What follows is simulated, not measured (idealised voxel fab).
Process module heading - voxel capacitor over wiring
Section cut is 230 nm wide and gridded with 5 nm square cells.
A cross-section is written here as square cells arranged in a grid, and it is given in bands from the top down, each band taking up one or more rows of cells.
Read a band's entry like this: the first values are the height of its top and the height of its bottom in nm, and what follows is the sequence of materials from left to right, each with its width in nm. Note that "blank" is empty space, and that a single material marked "full width" reaches across the band from edge to edge.
Note: height 0 marks the level under which the wafer is uniformly one material as received. Lowest band unbounded below, written "0 down".
A width given as "30->40" starts at the first number in the band's top row and ends at the second number in its bottom row, shifting by an equal amount at every step from row to row.
It should be understood that the words "no modifications", when stated for a given step, signify that the cross-section underwent no change in any of its cells during that step.
Empty spaces without an open route to the top, at least 8 cells in extent, make up the entry "Listed closed voids"; each is given as width x height at distance, where the distance is measured from the left edge, and all are in nm.
It should be noted that, on the line of a given step, the content following the step's settings is a remark produced by the simulator itself with respect to that step.
The optional step-line setting "overlay nm" applies to steps with a mask and quantifies how far to the right of its planned location the mask lay, a negative value indicating leftward placement.
### Steps planned for the process
1. op RECEIVE | material Si
2. op CONFORMAL_DEP | material SiO2 | thk nm 10
3. op CONFORMAL_DEP | material SiCN | thk nm 5
4. op DIRECTIONAL_DEP | material SiO2 | thk nm 20
5. op DIRECTIONAL_DEP | material aC | thk nm 15
6. op PATTERN | tone open | mask id METAL_1 | material resist | width nm 30 | pitch nm 95 | thk nm 35 | overlay nm 0
7. op DIRECTIONAL_ETCH | etch materials aC | depth nm 15
8. op STRIP | etch materials resist
9. op DIRECTIONAL_ETCH | etch materials SiO2 | depth nm 20
10. op DIRECTIONAL_ETCH | etch materials SiCN | depth nm 5
11. op STRIP | etch materials aC
12. op CONFORMAL_DEP | material TiN | thk nm 5
13. op FILL_DEP | material Ru | thk nm 5
14. op CMP | height nm 35
15. op CONFORMAL_DEP | material SiCN | thk nm 5
16. op DIRECTIONAL_DEP | material lowk | thk nm 15
17. op DIRECTIONAL_DEP | material aC | thk nm 10
18. op PATTERN | tone open | mask id PLUG_1 | material resist | width nm 15 | thk nm 30 | overlay nm 0
19. op DIRECTIONAL_ETCH | etch materials aC | depth nm 10
20. op STRIP | etch materials resist
21. op DIRECTIONAL_ETCH | etch materials lowk | depth nm 15
22. op DIRECTIONAL_ETCH | etch materials SiCN | depth nm 5
23. op STRIP | etch materials aC
24. op EPI | material Ru | thk nm 10
25. op EPI | material Ru | thk nm 10
26. op DIRECTIONAL_DEP | material TiN | thk nm 10
27. op DIRECTIONAL_DEP | material SiN | thk nm 5
28. op DIRECTIONAL_DEP | material TiN | thk nm 10
29. op MASKED_ETCH | tone cover | mask id UPPER_PLATE | width nm 70 | etch materials TiN | depth nm 10 | overlay nm 0
30. op MASKED_ETCH | tone cover | mask id UPPER_PLATE | width nm 70 | etch materials SiN | depth nm 5 | overlay nm 0
31. op DIRECTIONAL_DEP | material aC | thk nm 10
32. op PATTERN | tone cover | mask id LOWER_PLATE | material resist | width nm 80 | thk nm 25 | overlay nm 0
33. op DIRECTIONAL_ETCH | etch materials aC | depth nm 10
34. op STRIP | etch materials resist
35. op DIRECTIONAL_ETCH | etch materials TiN | depth nm 10
36. op STRIP | etch materials aC
37. op FILL_DEP | material SiO2 | thk nm 15
38. op CMP | height nm 90
39. op DIRECTIONAL_DEP | material aC | thk nm 15
40. op PATTERN | tone open | mask id PLUG_2 | material resist | width nm 15 | thk nm 35 | overlay nm 0
41. op DIRECTIONAL_ETCH | etch materials aC | depth nm 15
42. op STRIP | etch materials resist
43. op DIRECTIONAL_ETCH | etch materials SiO2 | depth nm 10
44. op STRIP | etch materials aC
45. op CONFORMAL_DEP | material TiN | thk nm 5
46. op FILL_DEP | material W | thk nm 5
47. op CMP | height nm 90
48. op CONFORMAL_DEP | material SiN | thk nm 5
### Here's what the wafer looked like in cross-section when it arrived - that's after step 1
> 0 down  Si full width
> Listed closed voids: none
### Cross-section: first of two wafers, module finished, run according to plan
> 95 to 90  SiN full width
> 90 to 85  SiO2 75  TiN 5  W 5  TiN 5  SiO2 140
> 85 to 80  SiO2 75  TiN 15  SiO2 140
> 80 to 70  SiO2 65  TiN 70  SiO2 95
> 70 to 65  SiO2 65  SiN 70  SiO2 95
> 65 to 55  SiO2 60  TiN 80  SiO2 90
> 55 to 40  lowk 65  Ru 15  lowk 150
> 40 to 35  SiCN 65  Ru 15  SiCN 150
> 35 to 15  SiO2 50  TiN 5  Ru 20  TiN 5  SiO2 65  TiN 5  Ru 20  TiN 5  SiO2 55
> 15 to 10  SiCN 50  TiN 30  SiCN 65  TiN 30  SiCN 55
> 10 to 0  SiO2 full width
> 0 down  Si full width
> Listed closed voids: none
### Cross-sectional view: second of two wafers, end of module; start and plan identical to the first, one mistake in running
> 95 to 90  SiN full width
> 90 to 80  SiO2 65  TiN 25  SiO2 140
> 80 to 75  SiO2 65  SiN 25  TiN 45  SiO2 95
> 75 to 70  SiO2 60  TiN 75  SiO2 95
> 70 to 65  SiO2 60  TiN 30  SiN 45  SiO2 95
> 65 to 55  SiO2 55  Ru 35  TiN 50  SiO2 90
> 55 to 40  lowk 65  Ru 15  lowk 150
> 40 to 35  SiCN 65  Ru 15  SiCN 150
> 35 to 15  SiO2 50  TiN 5  Ru 20  TiN 5  SiO2 65  TiN 5  Ru 20  TiN 5  SiO2 55
> 15 to 10  SiCN 50  TiN 30  SiCN 65  TiN 30  SiCN 55
> 10 to 0  SiO2 full width
> 0 down  Si full width
> Listed closed voids: none
Want to know what went wrong? one of the identical steps 24 and 25 was executed twice, with no means of telling which
Heads up, by the end the second wafer has more or fewer cells of some materials compared to the first: Ru: 14 more | SiO2: 8 fewer | TiN: 5 fewer | W: 1 fewer
